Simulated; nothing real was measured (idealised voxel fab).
Process module in this document: voxel released beams
FYI the section here is cut, 240 nm wide, cells are 5 nm squares.
Heads up, the way a cross-section reads in here is a grid of square cells, handed over as bands from the top down, with every band being one or more rows of cells.
First you get the band's top height and its bottom height, in nm, and then the materials it's made of, left to right, with each width in nm. If you see a single material with "throughout", that one covers the band edge to edge. "air" is empty space.
Heads up on the height convention: 0 is the point under which the incoming wafer is all one material, and the lowest band has no bottom, it just keeps going down, like "0 down".
Width spec "30..40" -> top row of cells at first value, bottom row at second value, equal per-row change in between.
Given "identical to before" for a step, no cell of the cross-section differs between before and after that step.
Entry "Enclosed internal voids" = empty spaces >= 8 cells with no open way to the top; each as width x height at distance, distance from left edge, all nm.
The remark found on a step's line after its settings is issued by the simulator itself and pertains to that step.
overlay nm: where the mask lay relative to plan, measured to the right, on steps with a mask; negatives go left.

## The steps planned for the process are as follows
| 1 | RECEIVE [material Si] |
| 2 | CONFORMAL_DEP [material Al2O3] [thk nm 5] |
| 3 | DIRECTIONAL_DEP [material SiO2] [thk nm 20] |
| 4 | MASKED_ETCH [tone open] [mask id ANCHOR] [width nm 25] [etch materials SiO2] [depth nm 20] [overlay nm 0] |
| 5 | CONFORMAL_DEP [material polySi] [thk nm 10] |
| 6 | MASKED_ETCH [tone cover] [mask id BEAM] [width nm 110] [etch materials polySi] [depth nm 10] [overlay nm 0] |
| 7 | STRIP [etch materials SiO2] |

## First of two wafers, processed according to plan

## as received, after step 1
> 0 down  Si throughout
> Enclosed internal voids: none

## After step 2, in cross-section
> 5 to 0  Al2O3 throughout
> Below 0, the layers are the same as they were.

## After step 3, in cross-section
> 25 to 5  SiO2 throughout
> Below 5, the layers are the same as they were.

## After step 4, in cross-section
> 25 to 5  SiO2 65 nm  air 25 nm  SiO2 150 nm
> Below 5, the layers are the same as they were.

## After step 5, in cross-section
> 35 to 25  polySi 75 nm  air 5 nm  polySi 160 nm
> 25 to 15  SiO2 65 nm  polySi 10 nm  air 5 nm  polySi 10 nm  SiO2 150 nm
> 15 to 5  SiO2 65 nm  polySi 25 nm  SiO2 150 nm
> Below 5, the layers are the same as they were.

## After step 6, in cross-section
> 35 to 25  air 60 nm  polySi 15 nm  air 5 nm  polySi 90 nm  air 70 nm
> Below 25, the layers are the same as they were.

## After step 7, in cross-section
> 35 to 25  air 60 nm  polySi 15 nm  air 5 nm  polySi 90 nm  air 70 nm
> 25 to 15  air 65 nm  polySi 10 nm  air 5 nm  polySi 10 nm  air 150 nm
> 15 to 5  air 65 nm  polySi 25 nm  air 150 nm
> Below 5, the layers are the same as they were.

## Second wafer, same starting state and plan as the first, one mistake in the run, identical through step 3

## The second wafer cut through, at the time step 4 was supposed to be finished
> 25 to 5  air 65 nm  SiO2 25 nm  air 150 nm
> Below 5, the layers are the same as they were.

## The second wafer cut through, at the time step 5 was supposed to be finished
> 35 to 25  air 55 nm  polySi 45 nm  air 140 nm
> 25 to 15  air 55 nm  polySi 10 nm  SiO2 25 nm  polySi 10 nm  air 140 nm
> 15 to 5  polySi 65 nm  SiO2 25 nm  polySi 150 nm
> Below 5, the layers are the same as they were.

## The second wafer cut through, at the time step 6 was supposed to be finished
> 35 to 25  air 60 nm  polySi 40 nm  air 140 nm
> 25 to 15  air 55 nm  polySi 10 nm  SiO2 25 nm  polySi 10 nm  air 140 nm
> 15 to 5  air 55 nm  polySi 10 nm  SiO2 25 nm  polySi 80 nm  air 70 nm
> Below 5, the layers are the same as they were.

The second wafer cut through, at the time step 7 was supposed to be finished: identical to before
What was the processing mistake? step 4 ran as: MASKED_ETCH [tone cover] [mask id ANCHOR] [width nm 25] [etch materials SiO2] [depth nm 20] [overlay nm 0]
Materials where the second wafer ends with more or fewer cells than the first: +20 SiO2
